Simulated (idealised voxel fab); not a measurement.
Process module in this document: voxel wiring stack
The width of the displayed cross-section, cut, is 195 nm; its cells are square, with a size of 5 nm.
Throughout this document, each cross-section is represented as a grid of square cells and is presented as a sequence of bands enumerated from the top downward, where a band comprises one or more rows of cells. First you get the band's top height and its bottom height, in nm, and then the materials it's made of, left to right, with each width in nm. If you see a single material with "edge to edge", that one covers the band edge to edge. "empty" is empty space. All heights in this document are referenced to 0, defined as the level beneath which the wafer, as received, consists entirely of one material. The lowest band is not bounded below; it extends indefinitely downward and is written in the form "from 0 down". When a width is written as two numbers, as in "30..40", the first number is the width in the top row of cells of the band and the second is the width in its bottom row, and the width changes by the same amount from each row to the next. A step reported as "identical to before" is a step in which no cell of the cross-section changed. In the "Enclosed internal cavities" entry, you get each enclosed empty space of 8 cells or more, one with no open way to the top, written width x height at distance, distance from the left edge, in nm. after a step's settings: what the simulator itself notes on the step. A step line may carry the setting "overlay nm", which, for steps involving a mask, states the distance by which the mask lay to the right of its intended position; negative values denote displacement to the left.

## The planned process steps are enumerated hereunder
1) RECEIVE [material Si]
2) CONFORMAL_DEP [material SiO2] [thk nm 15]
3) CONFORMAL_DEP [material SiCN] [thk nm 5]
4) DIRECTIONAL_DEP [material lowk] [thk nm 20]
5) MASKED_ETCH [tone open] [mask id METAL_1] [width nm 25] [pitch nm 40] [etch materials lowk] [depth nm 20] [overlay nm 0]
6) MASKED_ETCH [tone open] [mask id METAL_1] [width nm 25] [pitch nm 40] [etch materials SiCN] [depth nm 5] [overlay nm 0]
7) CONFORMAL_DEP [material TiN] [thk nm 5]
8) FILL_DEP [material Cu] [thk nm 10]
9) CMP [height nm 40]
10) EPI [material Ru] [thk nm 5]
11) FILL_DEP [material SiCN] [thk nm 5]
12) DIRECTIONAL_DEP [material lowk] [thk nm 25]
13) DIRECTIONAL_DEP [material aC] [thk nm 15]
14) PATTERN [tone open] [mask id METAL_2] [material resist] [width nm 25] [pitch nm 40] [thk nm 35] [overlay nm 0]
15) DIRECTIONAL_ETCH [etch materials aC] [depth nm 15]
16) STRIP [etch materials resist]
17) DIRECTIONAL_ETCH [etch materials lowk] [depth nm 15]
18) STRIP [etch materials aC]
19) PATTERN [tone open] [mask id METAL_2_HOLES] [material resist] [width nm 15] [pitch nm 40] [thk nm 20] [overlay nm 0]
20) DIRECTIONAL_ETCH [etch materials lowk] [depth nm 10]
21) DIRECTIONAL_ETCH [etch materials SiCN] [depth nm 5]
22) STRIP [etch materials resist]
23) CONFORMAL_DEP [material TiN] [thk nm 5]
24) FILL_DEP [material Cu] [thk nm 10]
25) CMP [height nm 75]
26) CONFORMAL_DEP [material SiCN] [thk nm 5]

## First out of two wafers; run went to plan

## So this is the incoming wafer in cross-section - it's already been through step 1
    from 0 down  Si edge to edge
    Enclosed internal cavities: none

## After step 2: wafer cross-section
    from 15 to 0  SiO2 edge to edge
    At heights below 0, the structure remains unaltered.

## After step 3: wafer cross-section
    from 20 to 15  SiCN edge to edge
    At heights below 15, the structure remains unaltered.

## After step 4: wafer cross-section
    from 40 to 20  lowk edge to edge
    At heights below 20, the structure remains unaltered.

## After step 5: wafer cross-section
    from 40 to 20  lowk 65; empty 25; lowk 15; empty 25; lowk 65
    At heights below 20, the structure remains unaltered.

## After step 6: wafer cross-section
    from 40 to 20  lowk 65; empty 25; lowk 15; empty 25; lowk 65
    from 20 to 15  SiCN 65; empty 25; SiCN 15; empty 25; SiCN 65
    At heights below 15, the structure remains unaltered.

## After step 7: wafer cross-section
    from 45 to 40  TiN 70; empty 15; TiN 25; empty 15; TiN 70
    from 40 to 20  lowk 65; TiN 5; empty 15; TiN 5; lowk 15; TiN 5; empty 15; TiN 5; lowk 65
    from 20 to 15  SiCN 65; TiN 25; SiCN 15; TiN 25; SiCN 65
    At heights below 15, the structure remains unaltered.

## After step 8: wafer cross-section
    from 55 to 45  Cu edge to edge
    from 45 to 40  TiN 70; Cu 15; TiN 25; Cu 15; TiN 70
    from 40 to 20  lowk 65; TiN 5; Cu 15; TiN 5; lowk 15; TiN 5; Cu 15; TiN 5; lowk 65
    At heights below 20, the structure remains unaltered.

## After step 9: wafer cross-section
    from 40 to 20  lowk 65; TiN 5; Cu 15; TiN 5; lowk 15; TiN 5; Cu 15; TiN 5; lowk 65
    At heights below 20, the structure remains unaltered.

## After step 10: wafer cross-section
    from 45 to 40  empty 60; Ru 35; empty 5; Ru 35; empty 60
    At heights below 40, the structure remains unaltered.

## After step 11: wafer cross-section
    from 50 to 45  SiCN edge to edge
    from 45 to 40  SiCN 60; Ru 35; SiCN 5; Ru 35; SiCN 60
    At heights below 40, the structure remains unaltered.

## After step 12: wafer cross-section
    from 75 to 50  lowk edge to edge
    At heights below 50, the structure remains unaltered.

## After step 13: wafer cross-section
    from 90 to 75  aC edge to edge
    At heights below 75, the structure remains unaltered.

## After step 14: wafer cross-section
    from 125 to 90  resist 65; empty 25; resist 15; empty 25; resist 65
    At heights below 90, the structure remains unaltered.

## After step 15: wafer cross-section
    from 110 to 90  resist 65; empty 25; resist 15; empty 25; resist 65
    from 90 to 75  aC 65; empty 25; aC 15; empty 25; aC 65
    At heights below 75, the structure remains unaltered.

## After step 16: wafer cross-section
    from 90 to 75  aC 65; empty 25; aC 15; empty 25; aC 65
    At heights below 75, the structure remains unaltered.

## After step 17: wafer cross-section
    from 90 to 75  aC 65; empty 25; aC 15; empty 25; aC 65
    from 75 to 60  lowk 65; empty 25; lowk 15; empty 25; lowk 65
    At heights below 60, the structure remains unaltered.

## After step 18: wafer cross-section
    from 75 to 60  lowk 65; empty 25; lowk 15; empty 25; lowk 65
    At heights below 60, the structure remains unaltered.

## After step 19: wafer cross-section
    from 95 to 75  resist 65; empty 15; resist 25; empty 15; resist 75
    from 75 to 60  lowk 65; empty 15; resist 10; lowk 15; empty 15; resist 10; lowk 65
    At heights below 60, the structure remains unaltered.

## After step 20: wafer cross-section
    from 95 to 75  resist 65; empty 15; resist 25; empty 15; resist 75
    from 75 to 60  lowk 65; empty 15; resist 10; lowk 15; empty 15; resist 10; lowk 65
    from 60 to 50  lowk 65; empty 15; lowk 25; empty 15; lowk 75
    At heights below 50, the structure remains unaltered.

## After step 21: wafer cross-section
    from 95 to 75  resist 65; empty 15; resist 25; empty 15; resist 75
    from 75 to 60  lowk 65; empty 15; resist 10; lowk 15; empty 15; resist 10; lowk 65
    from 60 to 50  lowk 65; empty 15; lowk 25; empty 15; lowk 75
    from 50 to 45  SiCN 65; empty 15; SiCN 25; empty 15; SiCN 75
    At heights below 45, the structure remains unaltered.

## After step 22: wafer cross-section
    from 75 to 60  lowk 65; empty 25; lowk 15; empty 25; lowk 65
    At heights below 60, the structure remains unaltered.

## After step 23: wafer cross-section
    from 80 to 75  TiN 70; empty 15; TiN 25; empty 15; TiN 70
    from 75 to 65  lowk 65; TiN 5; empty 15; TiN 5; lowk 15; TiN 5; empty 15; TiN 5; lowk 65
    from 65 to 60  lowk 65; TiN 5; empty 5; TiN 15; lowk 15; TiN 5; empty 5; TiN 15; lowk 65
    from 60 to 50  lowk 65; TiN 5; empty 5; TiN 5; lowk 25; TiN 5; empty 5; TiN 5; lowk 75
    from 50 to 45  SiCN 65; TiN 15; SiCN 25; TiN 15; SiCN 75
    At heights below 45, the structure remains unaltered.

## After step 24: wafer cross-section
    from 90 to 80  Cu edge to edge
    from 80 to 75  TiN 70; Cu 15; TiN 25; Cu 15; TiN 70
    from 75 to 65  lowk 65; TiN 5; Cu 15; TiN 5; lowk 15; TiN 5; Cu 15; TiN 5; lowk 65
    from 65 to 60  lowk 65; TiN 5; Cu 5; TiN 15; lowk 15; TiN 5; Cu 5; TiN 15; lowk 65
    from 60 to 50  lowk 65; TiN 5; Cu 5; TiN 5; lowk 25; TiN 5; Cu 5; TiN 5; lowk 75
    At heights below 50, the structure remains unaltered.

## After step 25: wafer cross-section
    from 75 to 65  lowk 65; TiN 5; Cu 15; TiN 5; lowk 15; TiN 5; Cu 15; TiN 5; lowk 65
    At heights below 65, the structure remains unaltered.

## After step 26: wafer cross-section
    from 80 to 75  SiCN edge to edge
    At heights below 75, the structure remains unaltered.

## Second Wafer (Identical Start and Plan, One Processing Error; Matches First Wafer Through Step 10)

## Cross-section of the second wafer corresponding to the planned conclusion of step 11
    from 70 to 65  empty 60; lowk 35; empty 5; lowk 35; empty 60
    from 65 to 45  lowk edge to edge
    from 45 to 40  lowk 60; Ru 35; lowk 5; Ru 35; lowk 60
    At heights below 40, the structure remains unaltered.

## Cross-section of the second wafer corresponding to the planned conclusion of step 12
    from 75 to 70  SiCN edge to edge
    from 70 to 65  SiCN 60; lowk 35; SiCN 5; lowk 35; SiCN 60
    At heights below 65, the structure remains unaltered.

## Cross-section of the second wafer corresponding to the planned conclusion of step 13
    from 90 to 75  aC edge to edge
    At heights below 75, the structure remains unaltered.

## Cross-section of the second wafer corresponding to the planned conclusion of step 14
    from 125 to 90  resist 65; empty 25; resist 15; empty 25; resist 65
    At heights below 90, the structure remains unaltered.

## Cross-section of the second wafer corresponding to the planned conclusion of step 15
    from 110 to 90  resist 65; empty 25; resist 15; empty 25; resist 65
    from 90 to 75  aC 65; empty 25; aC 15; empty 25; aC 65
    At heights below 75, the structure remains unaltered.

## Cross-section of the second wafer corresponding to the planned conclusion of step 16
    from 90 to 75  aC 65; empty 25; aC 15; empty 25; aC 65
    At heights below 75, the structure remains unaltered.

Cross-section of the second wafer corresponding to the planned conclusion of step 17: identical to before

## Cross-section of the second wafer corresponding to the planned conclusion of step 18
    from 75 to 70  SiCN edge to edge
    At heights below 70, the structure remains unaltered.

## Cross-section of the second wafer corresponding to the planned conclusion of step 19
    from 95 to 75  resist 65; empty 15; resist 25; empty 15; resist 75
    At heights below 75, the structure remains unaltered.

Cross-section of the second wafer corresponding to the planned conclusion of step 20: identical to before

## Cross-section of the second wafer corresponding to the planned conclusion of step 21
    from 95 to 75  resist 65; empty 15; resist 25; empty 15; resist 75
    from 75 to 70  SiCN 65; empty 15; SiCN 25; empty 15; SiCN 75
    At heights below 70, the structure remains unaltered.

## Cross-section of the second wafer corresponding to the planned conclusion of step 22
    from 75 to 70  SiCN 65; empty 15; SiCN 25; empty 15; SiCN 75
    At heights below 70, the structure remains unaltered.

## Cross-section of the second wafer corresponding to the planned conclusion of step 23
    from 80 to 75  TiN 70; empty 5; TiN 35; empty 5; TiN 80
    from 75 to 70  SiCN 65; TiN 15; SiCN 25; TiN 15; SiCN 75
    At heights below 70, the structure remains unaltered.

## Cross-section of the second wafer corresponding to the planned conclusion of step 24
    from 90 to 80  Cu edge to edge
    from 80 to 75  TiN 70; Cu 5; TiN 35; Cu 5; TiN 80
    At heights below 75, the structure remains unaltered.

## Cross-section of the second wafer corresponding to the planned conclusion of step 25
    from 75 to 70  SiCN 65; TiN 15; SiCN 25; TiN 15; SiCN 75
    At heights below 70, the structure remains unaltered.

## Cross-section of the second wafer corresponding to the planned conclusion of step 26
    from 80 to 75  SiCN edge to edge
    At heights below 75, the structure remains unaltered.
Nonconformance to the process plan: the processing plan was not followed for steps 11 and 12, which were run with their positions exchanged
Final difference in cells, second wafer against first, listed per material as more or fewer: -18 Cu | -24 TiN | +42 lowk
